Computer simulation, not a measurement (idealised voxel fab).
A process module follows: voxel gate over fins.
Section shown: cut. Width: 250 nm. Cell size: 5 nm, square.
Cross-section format: a grid of square cells, given as bands from top to bottom; each band is one or more rows of cells.
Heights first: top, then bottom, in nm. Then materials, left to right, each with a width in nm. "all across" on a single material: fills the band edge to edge. "air": empty space.
Ref level 0: as-received wafer is one material below here. Bottom band extends down with no lower bound ("from 0 down").
Per-row width for "30..40": begins at first number (top row of band), ends at second number (bottom row), increment between rows held constant.
Basically "left unchanged" means that step didn't change any cell in the cross-section.
This entry, "Enclosed cavities", enumerates those empty regions of no fewer than 8 cells that possess no open connection to the top. Each region is reported in the form width x height at distance, the distance being taken from the left edge, with all three quantities expressed in nm.
If you see something after the settings on a step's line, that's the simulator's own remark about that step.
overlay nm: where the mask lay relative to plan, measured to the right, on steps with a mask; negatives go left.

-- These are the steps we planned for the process
1,RECEIVE (material Si)
2,CONFORMAL_DEP (material SiN; thk nm 5)
3,MASKED_ETCH (tone cover; mask id FINS; width nm 15; pitch nm 60; etch materials SiN; depth nm 5; overlay nm 0)
4,MASKED_ETCH (tone cover; mask id FINS; width nm 15; pitch nm 60; etch materials Si; depth nm 40; overlay nm 0)
5,OXIDIZE (depth nm 5)
6,FILL_DEP (material SiO2; thk nm 10)
7,CMP (height nm 5)
8,DIRECTIONAL_DEP (material aC; thk nm 10)
9,PATTERN (tone open; mask id RAIL; material resist; width nm 15; thk nm 30; overlay nm 0)
10,DIRECTIONAL_ETCH (etch materials aC; depth nm 10)
11,STRIP (etch materials resist)
12,DIRECTIONAL_ETCH (etch materials SiO2; depth nm 40)
13,STRIP (etch materials aC)
14,CONFORMAL_DEP (material TiN; thk nm 5)
15,FILL_DEP (material W; thk nm 10)
16,CMP (height nm 5)
17,SELECTIVE_ETCH (etch materials W Ru TiN; depth nm 25)
18,FILL_DEP (material SiO2; thk nm 5)
19,CMP (height nm 5)
20,SELECTIVE_ETCH (etch materials SiO2; depth nm 15)
21,STRIP (etch materials SiN)
22,CONFORMAL_DEP (material HfO2; thk nm 5)
23,CONFORMAL_DEP (material TiN; thk nm 5)
24,CONFORMAL_DEP (material TiAl; thk nm 5)
25,CONFORMAL_DEP (material TiN; thk nm 5)
26,FILL_DEP (material W; thk nm 10)
27,CMP (height nm 25)
28,CONFORMAL_DEP (material SiN; thk nm 10)

-- Received-state cross-section, reflecting completion of step 1
	from 0 down: Si all across
	Enclosed cavities: none

-- Same starting wafer, same plan as above, one mistake in the execution; this is the cross-section at the end of the module
	from 35 to 25: SiN all across
	from 25 to 15: W all across
	from 15 to 10: W 45 nm; TiN 35 nm; W 25 nm; TiN 35 nm; W 25 nm; TiN 35 nm; W 50 nm
	from 10 to 5: W 45 nm; TiN 5 nm; TiAl 25 nm; TiN 5 nm; W 25 nm; TiN 5 nm; TiAl 25 nm; TiN 5 nm; W 25 nm; TiN 5 nm; TiAl 25 nm; TiN 5 nm; W 50 nm
	from 5 to 0: TiN 50 nm; TiAl 5 nm; HfO2 15 nm; TiAl 5 nm; TiN 35 nm; TiAl 5 nm; HfO2 15 nm; TiAl 5 nm; TiN 35 nm; TiAl 5 nm; HfO2 15 nm; TiAl 5 nm; TiN 55 nm
	from 0 to -5: TiAl 55 nm; HfO2 5 nm; Si 5 nm; HfO2 5 nm; TiAl 45 nm; HfO2 5 nm; Si 5 nm; HfO2 5 nm; TiAl 45 nm; HfO2 5 nm; Si 5 nm; HfO2 5 nm; TiAl 60 nm
	from -5 to -10: HfO2 60 nm; Si 5 nm; HfO2 55 nm; Si 5 nm; HfO2 55 nm; Si 5 nm; HfO2 65 nm
	from -10 to -20: SiO2 60 nm; Si 5 nm; SiO2 55 nm; Si 5 nm; SiO2 55 nm; Si 5 nm; SiO2 65 nm
	from -20 to -30: SiO2 60 nm; Si 5 nm; SiO2 20 nm; TiN 5 nm; W 5 nm; TiN 5 nm; SiO2 20 nm; Si 5 nm; SiO2 55 nm; Si 5 nm; SiO2 65 nm
	from -30 to -35: SiO2 60 nm; Si 5 nm; SiO2 20 nm; TiN 15 nm; SiO2 20 nm; Si 5 nm; SiO2 55 nm; Si 5 nm; SiO2 65 nm
	from -35 to -45: SiO2 60 nm; Si 5 nm; SiO2 55 nm; Si 5 nm; SiO2 55 nm; Si 5 nm; SiO2 65 nm
	from -45 down: Si all across
	Enclosed cavities: none
So what did we get wrong on this run? step 23 was dropped from the plan's execution and never run
